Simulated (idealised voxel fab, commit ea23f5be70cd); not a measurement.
You're looking at the process module voxel local oxidation.
FYI the section here is cut, 285 nm wide, cells are 5 nm squares.
A cross-section in this document is a grid of square cells, and it is written down as bands, the top band listed before the ones below it; a band is made up of one or more rows of cells. Basically the band line says how high the top is and how high the bottom is, in nm, and then what's in it from left to right, every material with its width in nm. Empty space shows up as "blank", and if a single material carries "full width" it runs the full band edge to edge. We count height from 0. Below that, the starting wafer is all one material. The lowest band never ends at the bottom but goes on down; see "0..down" for how that is written. Graded width ("30 to 40"): value in top row of band = first number; value in bottom row = second number; row-to-row change constant. "nothing altered" (step): cross-section cells unchanged, all of them. "Internal closed voids": sealed empty spaces, 8 cells or more, no open way to top, listed width x height at distance, with distance from the left edge and width, height and distance in nm. Anything after a step's settings on that line? It's the simulator's own note about the step. For masked steps, "overlay nm" on the step line gives how far right of plan the mask actually lay; a minus sign means it lay to the left.
THE PROCESS STEPS THAT WERE PLANNED ARE LISTED BELOW
1,RECEIVE | material Si
2,OXIDIZE | depth nm 5
3,CONFORMAL_DEP | material SiN | thk nm 10
4,DIRECTIONAL_DEP | material aC | thk nm 10
5,PATTERN | tone cover | mask id ACTIVE | material resist | width nm 100 | thk nm 25 | overlay nm -15
6,DIRECTIONAL_ETCH | etch materials aC | depth nm 10
7,STRIP | etch materials resist
8,DIRECTIONAL_ETCH | etch materials SiN | depth nm 10
9,STRIP | etch materials aC
10,SELECTIVE_ETCH | etch materials SiO2 | depth nm 5
11,OXIDIZE | depth nm 10
12,STRIP | etch materials SiN
The plan's step 5 overlay nm is the first wafer's value; the wafers differ in this setting and start identical.
THE AS-RECEIVED CROSS-SECTION OF THE FIRST OF SEVERAL WAFERS CORRESPONDS TO THE STATE AFTER STEP 1
    0..down | Si full width
    Internal closed voids: none
EVERY ROW IN THIS TABLE IS A WAFER AT THE END OF THE MODULE, AND IT GIVES, FOR EACH OF THE MATERIALS, THE CELLS THAT WAFER HAS GAINED (+) OR LOST (-) SINCE IT WAS RECEIVED, THEN ITS CLOSED VOIDS
overlay nm -15, -143 Si, +104 SiO2, Internal closed voids: none
overlay nm -10, -143 Si, +104 SiO2, Internal closed voids: none
overlay nm -5, -143 Si, +104 SiO2, Internal closed voids: none
overlay nm 0, -143 Si, +104 SiO2, Internal closed voids: none
overlay nm 5, -143 Si, +104 SiO2, Internal closed voids: none
overlay nm 10, -143 Si, +104 SiO2, Internal closed voids: none
overlay nm 15, -143 Si, +104 SiO2, Internal closed voids: none
